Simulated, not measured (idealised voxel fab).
Process module name: voxel gate over fins
Cross-section cut spans 255 nm and uses square cells 5 nm in size.
Reading order for cross-sections: top band down to bottom band. Underlying form: a grid of square cells. Band size: one or more rows of cells. This entry defines a band. It first specifies the height of the band's top and the height of its bottom in nm, and then specifies the band's materials from left to right, stating each material with its width in nm. The word "throughout" identifies a single material that fills the band from edge to edge, while the word "air" identifies empty space. Height datum 0, below which the as-received substrate wafer is one material. Lowest band open at the bottom, running downward: "top 0, no bottom". With a width like "30->40", each row of cells in the band differs from the next by the same amount, the top row carrying the first number and the bottom row the second. "no change" for a step: no cell of the cross-section changed in that step. What "Closed void table" gives you is every empty space of 8 cells or more that is cut off from the top. Each appears as width x height at distance, with the distance taken from the left edge and width, height and distance all in nm. Text after the settings on a step's line: the simulator's own remark on that step. For masked steps, "overlay nm" on the step line gives how far right of plan the mask actually lay; a minus sign means it lay to the left.
[Steps in the process plan]
1: RECEIVE | material Si
2: CONFORMAL_DEP | material SiN | thk nm 10
3: MASKED_ETCH | tone cover | mask id FINS | width nm 15 | pitch nm 60 | etch materials SiN | depth nm 10 | overlay nm 0
4: MASKED_ETCH | tone cover | mask id FINS | width nm 15 | pitch nm 60 | etch materials Si | depth nm 35 | overlay nm 0
5: OXIDIZE | depth nm 5
6: FILL_DEP | material SiO2 | thk nm 10
7: CMP | height nm 10
8: PATTERN | tone open | mask id RAIL | material resist | width nm 15 | thk nm 20 | overlay nm 0
9: DIRECTIONAL_ETCH | etch materials SiO2 | depth nm 40
10: STRIP | etch materials resist
11: CONFORMAL_DEP | material TiN | thk nm 5
12: FILL_DEP | material Ru | thk nm 5
13: CMP | height nm 10
14: SELECTIVE_ETCH | etch materials W Ru TiN | depth nm 30
15: FILL_DEP | material SiO2 | thk nm 5
16: CMP | height nm 10
17: SELECTIVE_ETCH | etch materials SiO2 | depth nm 25
18: STRIP | etch materials SiN
19: CONFORMAL_DEP | material HfO2 | thk nm 5
20: CONFORMAL_DEP | material TiN | thk nm 5
21: FILL_DEP | material W | thk nm 15
22: CMP | height nm 20
23: CONFORMAL_DEP | material SiCN | thk nm 10
[This is the cross-section of the wafer as we received it, i.e. after step 1]
> top 0, no bottom | Si throughout
> Closed void table: none
[Cross-sectional result after module completion. Note: starting condition and plan are unchanged from above; one processing mistake was made]
> top 30, bottom 20 | SiCN throughout
> top 20, bottom 10 | W throughout
> top 10, bottom 5 | 55 nm W, 25 nm TiN, 35 nm W, 25 nm TiN, 35 nm W, 25 nm TiN, 55 nm W
> top 5, bottom 0 | 55 nm W, 5 nm TiN, 15 nm HfO2, 5 nm TiN, 35 nm W, 5 nm TiN, 15 nm HfO2, 5 nm TiN, 35 nm W, 5 nm TiN, 15 nm HfO2, 5 nm TiN, 55 nm W
> top 0, bottom -5 | 55 nm W, 5 nm TiN, 5 nm HfO2, 5 nm Si, 5 nm HfO2, 5 nm TiN, 35 nm W, 5 nm TiN, 5 nm HfO2, 5 nm Si, 5 nm HfO2, 5 nm TiN, 35 nm W, 5 nm TiN, 5 nm HfO2, 5 nm Si, 5 nm HfO2, 5 nm TiN, 55 nm W
> top -5, bottom -10 | 60 nm TiN, 5 nm HfO2, 5 nm Si, 5 nm HfO2, 45 nm TiN, 5 nm HfO2, 5 nm Si, 5 nm HfO2, 45 nm TiN, 5 nm HfO2, 5 nm Si, 5 nm HfO2, 60 nm TiN
> top -10, bottom -15 | 65 nm HfO2, 5 nm Si, 55 nm HfO2, 5 nm Si, 55 nm HfO2, 5 nm Si, 65 nm HfO2
> top -15, bottom -20 | 65 nm SiO2, 5 nm Si, 55 nm SiO2, 5 nm Si, 55 nm SiO2, 5 nm Si, 65 nm SiO2
> top -20, bottom -25 | 65 nm SiO2, 5 nm Si, 20 nm SiO2, 5 nm TiN, 5 nm Ru, 5 nm TiN, 20 nm SiO2, 5 nm Si, 55 nm SiO2, 5 nm Si, 65 nm SiO2
> top -25, bottom -30 | 65 nm SiO2, 5 nm Si, 20 nm SiO2, 15 nm TiN, 20 nm SiO2, 5 nm Si, 55 nm SiO2, 5 nm Si, 65 nm SiO2
> top -30, bottom -75 | 65 nm SiO2, 5 nm Si, 55 nm SiO2, 5 nm Si, 55 nm SiO2, 5 nm Si, 65 nm SiO2
> top -75, no bottom | Si throughout
> Closed void table: none
Diagnosis: step 4 of the plan saw execution twice
